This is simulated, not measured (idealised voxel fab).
The following is a process module called voxel lift off.
The cross-section on display is named cut; it measures 295 nm wide, and its cells are 5 nm squares.
Each cross-section below is a grid of square cells, stated as bands in top-down order, with one or more rows of cells making up each band.
For a band, the entry starts with two heights in nm, that of the top and then that of the bottom, and carries on with the band's materials in order from left to right, each alongside its width in nm; the word "throughout" beside a single material means it fills the band edge to edge, and "empty" means empty space.
Ref level 0: as-received wafer is one material below here. Bottom band extends down with no lower bound ("0 nm and below").
Note: "30 to 40" means the width goes from the first number (top row of the band) to the second number (bottom row) in equal steps per row of cells.
"nothing changed" for a step: no cell of the cross-section changed in that step.
Entry "Closed internal voids". Content: empty spaces with no open connection to the top, size 8 cells or greater. Each: width x height at distance. Distance: from left edge. Unit: nm.
The remark found on a step's line after its settings is issued by the simulator itself and pertains to that step.
The "overlay nm" setting may appear on a step's line; for a step that uses a mask, it gives how far to the right of its planned position the mask lay, and a negative value indicates the left.
Pairs ahead. Before: cross-section ahead of one process step. After: cross-section once the step is done, shown to the lowest changed band only. Under each pair: that step, with settings. Caution: pairs may come from different runs of this module on the same starting wafer; a pair follows the pair above only where its "Before step" entry says so.

Before step:
  0 nm and below  Si throughout
  Closed internal voids: none

Resultant Cross-Section:
  10 nm to 0 nm  SiN throughout
  No changes below 0.
  Closed internal voids: none
Can you say which step sits between the two cross-sections above? CONFORMAL_DEP,material SiN,thk nm 10

Before step: The prior state of this step coincides with the post-step cross-section of the pair just above.

Resultant Cross-Section:
  35 nm to 10 nm  resist: 115 | empty: 20 | resist: 20 | empty: 20 | resist: 120
  No changes below 10.
  Closed internal voids: none
Can you say which step sits between the two cross-sections above? PATTERN,tone open,mask id LINES,material resist,width nm 20,pitch nm 40,thk nm 25,overlay nm 0

Before step: The prior state of this step coincides with the post-step cross-section of the pair just above.

Resultant Cross-Section:
  50 nm to 35 nm  Ru: 115 | empty: 20 | Ru: 20 | empty: 20 | Ru: 120
  35 nm to 25 nm  resist: 115 | empty: 20 | resist: 20 | empty: 20 | resist: 120
  25 nm to 10 nm  resist: 115 | Ru: 20 | resist: 20 | Ru: 20 | resist: 120
  No changes below 10.
  Closed internal voids: none
Can you say which step sits between the two cross-sections above? DIRECTIONAL_DEP,material Ru,thk nm 15

Before step: The prior state of this step coincides with the post-step cross-section of the pair just above.

Resultant Cross-Section:
  25 nm to 10 nm  empty: 115 | Ru: 20 | empty: 20 | Ru: 20 | empty: 120
  No changes below 10.
  Closed internal voids: none
Can you say which step sits between the two cross-sections above? STRIP,etch materials resist

Before step: The prior state of this step coincides with the post-step cross-section of the pair just above.

Resultant Cross-Section:
  35 nm to 25 nm  empty: 105 | SiN: 80 | empty: 110
  25 nm to 20 nm  empty: 105 | SiN: 10 | Ru: 20 | SiN: 20 | Ru: 20 | SiN: 10 | empty: 110
  20 nm to 10 nm  SiN: 115 | Ru: 20 | SiN: 20 | Ru: 20 | SiN: 120
  No changes below 10.
  Closed internal voids: none
Can you say which step sits between the two cross-sections above? CONFORMAL_DEP,material SiN,thk nm 10

Before step:
  0 nm and below  Si throughout
  Closed internal voids: none

Resultant Cross-Section:
  15 nm to 0 nm  SiN throughout
  No changes below 0.
  Closed internal voids: none
Can you say which step sits between the two cross-sections above? CONFORMAL_DEP,material SiN,thk nm 15

Before step: The prior state of this step coincides with the post-step cross-section of the pair just above.

Resultant Cross-Section:
  40 nm to 15 nm  resist: 115 | empty: 20 | resist: 20 | empty: 20 | resist: 120
  No changes below 15.
  Closed internal voids: none
Can you say which step sits between the two cross-sections above? PATTERN,tone open,mask id LINES,material resist,width nm 20,pitch nm 40,thk nm 25,overlay nm 0

Before step: The prior state of this step coincides with the post-step cross-section of the pair just above.

Resultant Cross-Section:
  55 nm to 40 nm  Ru: 115 | empty: 20 | Ru: 20 | empty: 20 | Ru: 120
  40 nm to 30 nm  resist: 115 | empty: 20 | resist: 20 | empty: 20 | resist: 120
  30 nm to 15 nm  resist: 115 | Ru: 20 | resist: 20 | Ru: 20 | resist: 120
  No changes below 15.
  Closed internal voids: none
Can you say which step sits between the two cross-sections above? DIRECTIONAL_DEP,material Ru,thk nm 15

Before step: The prior state of this step coincides with the post-step cross-section of the pair just above.

Resultant Cross-Section:
  30 nm to 15 nm  empty: 115 | Ru: 20 | empty: 20 | Ru: 20 | empty: 120
  No changes below 15.
  Closed internal voids: none
Can you say which step sits between the two cross-sections above? STRIP,etch materials resist

Before step: The prior state of this step coincides with the post-step cross-section of the pair just above.

Resultant Cross-Section:
  40 nm to 30 nm  empty: 105 | SiN: 80 | empty: 110
  30 nm to 25 nm  empty: 105 | SiN: 10 | Ru: 20 | SiN: 20 | Ru: 20 | SiN: 10 | empty: 110
  25 nm to 15 nm  SiN: 115 | Ru: 20 | SiN: 20 | Ru: 20 | SiN: 120
  No changes below 15.
  Closed internal voids: none
Can you say which step sits between the two cross-sections above? CONFORMAL_DEP,material SiN,thk nm 10

Before step:
  10 nm to 0 nm  SiN throughout
  0 nm and below  Si throughout
  Closed internal voids: none

Resultant Cross-Section:
  35 nm to 10 nm  resist: 115 | empty: 25 | resist: 15 | empty: 25 | resist: 115
  No changes below 10.
  Closed internal voids: none
Can you say which step sits between the two cross-sections above? PATTERN,tone open,mask id LINES,material resist,width nm 25,pitch nm 40,thk nm 25,overlay nm 0

Before step: The prior state of this step coincides with the post-step cross-section of the pair just above.

Resultant Cross-Section:
  50 nm to 35 nm  Ru: 115 | empty: 25 | Ru: 15 | empty: 25 | Ru: 115
  35 nm to 25 nm  resist: 115 | empty: 25 | resist: 15 | empty: 25 | resist: 115
  25 nm to 10 nm  resist: 115 | Ru: 25 | resist: 15 | Ru: 25 | resist: 115
  No changes below 10.
  Closed internal voids: none
Can you say which step sits between the two cross-sections above? DIRECTIONAL_DEP,material Ru,thk nm 15

Before step: The prior state of this step coincides with the post-step cross-section of the pair just above.

Resultant Cross-Section:
  25 nm to 10 nm  empty: 115 | Ru: 25 | empty: 15 | Ru: 25 | empty: 115
  No changes below 10.
  Closed internal voids: none
Can you say which step sits between the two cross-sections above? STRIP,etch materials resist

Before step: The prior state of this step coincides with the post-step cross-section of the pair just above.

Resultant Cross-Section:
  35 nm to 25 nm  empty: 105 | SiN: 85 | empty: 105
  25 nm to 20 nm  empty: 105 | SiN: 10 | Ru: 25 | SiN: 15 | Ru: 25 | SiN: 10 | empty: 105
  20 nm to 10 nm  SiN: 115 | Ru: 25 | SiN: 15 | Ru: 25 | SiN: 115
  No changes below 10.
  Closed internal voids: none
Can you say which step sits between the two cross-sections above? CONFORMAL_DEP,material SiN,thk nm 10

Before step:
  10 nm to 0 nm  SiN throughout
  0 nm and below  Si throughout
  Closed internal voids: none

Resultant Cross-Section:
  35 nm to 10 nm  resist: 105 | empty: 20 | resist: 20 | empty: 20 | resist: 130
  No changes below 10.
  Closed internal voids: none
Can you say which step sits between the two cross-sections above? PATTERN,tone open,mask id LINES,material resist,width nm 20,pitch nm 40,thk nm 25,overlay nm -10

Before step: The prior state of this step coincides with the post-step cross-section of the pair just above.

Resultant Cross-Section:
  50 nm to 35 nm  Ru: 105 | empty: 20 | Ru: 20 | empty: 20 | Ru: 130
  35 nm to 25 nm  resist: 105 | empty: 20 | resist: 20 | empty: 20 | resist: 130
  25 nm to 10 nm  resist: 105 | Ru: 20 | resist: 20 | Ru: 20 | resist: 130
  No changes below 10.
  Closed internal voids: none
Can you say which step sits between the two cross-sections above? DIRECTIONAL_DEP,material Ru,thk nm 15

Before step: The prior state of this step coincides with the post-step cross-section of the pair just above.

Resultant Cross-Section:
  25 nm to 10 nm  empty: 105 | Ru: 20 | empty: 20 | Ru: 20 | empty: 130
  No changes below 10.
  Closed internal voids: none
Can you say which step sits between the two cross-sections above? STRIP,etch materials resist

Before step: The prior state of this step coincides with the post-step cross-section of the pair just above.

Resultant Cross-Section:
  35 nm to 25 nm  empty: 95 | SiN: 80 | empty: 120
  25 nm to 20 nm  empty: 95 | SiN: 10 | Ru: 20 | SiN: 20 | Ru: 20 | SiN: 10 | empty: 120
  20 nm to 10 nm  SiN: 105 | Ru: 20 | SiN: 20 | Ru: 20 | SiN: 130
  No changes below 10.
  Closed internal voids: none
Can you say which step sits between the two cross-sections above? CONFORMAL_DEP,material SiN,thk nm 10

Before step:
  25 nm to 10 nm  empty: 115 | Ru: 20 | empty: 20 | Ru: 20 | empty: 120
  10 nm to 0 nm  SiN throughout
  0 nm and below  Si throughout
  Closed internal voids: none

Resultant Cross-Section:
  35 nm to 20 nm  empty: 105 | Ru: 80 | empty: 110
  20 nm to 10 nm  Ru throughout
  No changes below 10.
  Closed internal voids: none
Can you say which step sits between the two cross-sections above? CONFORMAL_DEP,material Ru,thk nm 10

Before step:
  10 nm to 0 nm  SiN throughout
  0 nm and below  Si throughout
  Closed internal voids: none

Resultant Cross-Section:
  35 nm to 10 nm  empty: 115 | resist: 20 | empty: 20 | resist: 20 | empty: 120
  No changes below 10.
  Closed internal voids: none
Can you say which step sits between the two cross-sections above? PATTERN,tone cover,mask id LINES,material resist,width nm 20,pitch nm 40,thk nm 25,overlay nm 0

Before step: The prior state of this step coincides with the post-step cross-section of the pair just above.

Resultant Cross-Section:
  50 nm to 35 nm  empty: 115 | Ru: 20 | empty: 20 | Ru: 20 | empty: 120
  35 nm to 25 nm  empty: 115 | resist: 20 | empty: 20 | resist: 20 | empty: 120
  25 nm to 10 nm  Ru: 115 | resist: 20 | Ru: 20 | resist: 20 | Ru: 120
  No changes below 10.
  Closed internal voids: none
Can you say which step sits between the two cross-sections above? DIRECTIONAL_DEP,material Ru,thk nm 15

Before step: The prior state of this step coincides with the post-step cross-section of the pair just above.

Resultant Cross-Section:
  25 nm to 10 nm  Ru: 115 | empty: 20 | Ru: 20 | empty: 20 | Ru: 120
  No changes below 10.
  Closed internal voids: none
Can you say which step sits between the two cross-sections above? STRIP,etch materials resist

Before step: The prior state of this step coincides with the post-step cross-section of the pair just above.

Resultant Cross-Section:
  35 nm to 25 nm  SiN throughout
  25 nm to 10 nm  Ru: 115 | SiN: 20 | Ru: 20 | SiN: 20 | Ru: 120
  No changes below 10.
  Closed internal voids: none
Can you say which step sits between the two cross-sections above? CONFORMAL_DEP,material SiN,thk nm 10
